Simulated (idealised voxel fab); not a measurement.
The process module presented herein is designated voxel self aligned vias.
Section shown: cut. Width: 275 nm. Cell size: 5 nm, square.
Reading order for cross-sections: top band down to bottom band. Underlying form: a grid of square cells. Band size: one or more rows of cells. Band entry format. Leading values: height of top, height of bottom, nm. Remainder: materials in left-to-right order, each with its width in nm. Special words: "throughout" on a single material, which then fills the band edge to edge; "empty", empty space. The reference from which all heights are counted is 0, the level beneath which the as-received wafer is entirely one material; the lowest band, having no lower bound, proceeds downward and is written after the example "0 down". Width: "30..40" (first number = top row, second number = bottom row, same change from row to row of cells). For the purposes of this document, the phrase "no alteration" attached to a step denotes that no cell within the cross-section was modified by that step. Empty spaces without an open route to the top, at least 8 cells in extent, make up the entry "Internal closed voids"; each is given as width x height at distance, where the distance is measured from the left edge, and all are in nm. On each step's line, the part that comes after the settings is the simulator's own comment on the step. overlay nm: where the mask lay relative to plan, measured to the right, on steps with a mask; negatives go left.
### Process steps - plan
| 1 | RECEIVE: material Si |
| 2 | CONFORMAL_DEP: material SiO2, thk nm 10 |
| 3 | CONFORMAL_DEP: material SiCN, thk nm 5 |
| 4 | DIRECTIONAL_DEP: material SiO2, thk nm 20 |
| 5 | MASKED_ETCH: tone open, mask id LINES, width nm 20, pitch nm 50, etch materials SiO2, depth nm 20, overlay nm 0 |
| 6 | CONFORMAL_DEP: material TiN, thk nm 5 |
| 7 | FILL_DEP: material W, thk nm 10 |
| 8 | CMP: height nm 35 |
| 9 | SELECTIVE_ETCH: etch materials W Ru TiN, depth nm 10 |
| 10 | FILL_DEP: material SiN, thk nm 10 |
| 11 | CMP: height nm 35 |
| 12 | DIRECTIONAL_DEP: material SiO2, thk nm 15 |
| 13 | PATTERN: tone open, mask id VIAS, material resist, width nm 30, thk nm 15, overlay nm 0 |
| 14 | DIRECTIONAL_ETCH: etch materials SiO2, depth nm 15 |
| 15 | DIRECTIONAL_ETCH: etch materials SiN, depth nm 10 |
| 16 | STRIP: etch materials resist |
| 17 | CONFORMAL_DEP: material TiN, thk nm 5 |
| 18 | FILL_DEP: material Ru, thk nm 5 |
| 19 | CMP: height nm 50 |
| 20 | CONFORMAL_DEP: material SiN, thk nm 5 |
### Here's what the wafer looked like in cross-section when it arrived - that's after step 1
	0 down: Si throughout
	Internal closed voids: none
### Cross-section taken at module completion on the first of two wafers; processed per the plan
	55 to 50: SiN throughout
	50 to 40: SiO2=95  TiN=5  Ru=20  TiN=5  SiO2=150
	40 to 35: SiO2=95  TiN=10  Ru=10  TiN=10  SiO2=150
	35 to 30: SiO2=100  TiN=5  Ru=10  TiN=5  SiO2=30  SiN=20  SiO2=105
	30 to 25: SiO2=100  TiN=20  SiO2=30  SiN=20  SiO2=105
	25 to 20: SiO2=100  TiN=5  W=10  TiN=5  SiO2=30  TiN=5  W=10  TiN=5  SiO2=105
	20 to 15: SiO2=100  TiN=20  SiO2=30  TiN=20  SiO2=105
	15 to 10: SiCN throughout
	10 to 0: SiO2 throughout
	0 down: Si throughout
	Internal closed voids: none
### Here is the second of the two wafers cut open at the end of the module - same start, same plan as the first one, but we made one mistake running it
	60 to 55: SiN throughout
	55 to 50: TiN=100  Ru=20  TiN=155
	50 to 40: SiO2=95  TiN=5  Ru=20  TiN=5  SiO2=150
	40 to 35: SiO2=95  TiN=10  Ru=10  TiN=10  SiO2=150
	35 to 30: SiO2=100  TiN=5  Ru=10  TiN=5  SiO2=30  SiN=20  SiO2=105
	30 to 25: SiO2=100  TiN=20  SiO2=30  SiN=20  SiO2=105
	25 to 20: SiO2=100  TiN=5  W=10  TiN=5  SiO2=30  TiN=5  W=10  TiN=5  SiO2=105
	20 to 15: SiO2=100  TiN=20  SiO2=30  TiN=20  SiO2=105
	15 to 10: SiCN throughout
	10 to 0: SiO2 throughout
	0 down: Si throughout
	Internal closed voids: none
The plan and the run diverged here: for step 19, the planned setting was not used; the step was instead run as CMP: height nm 55
Count the cells at the end and the second wafer has more or fewer of some materials than the first: +4 Ru, +51 TiN
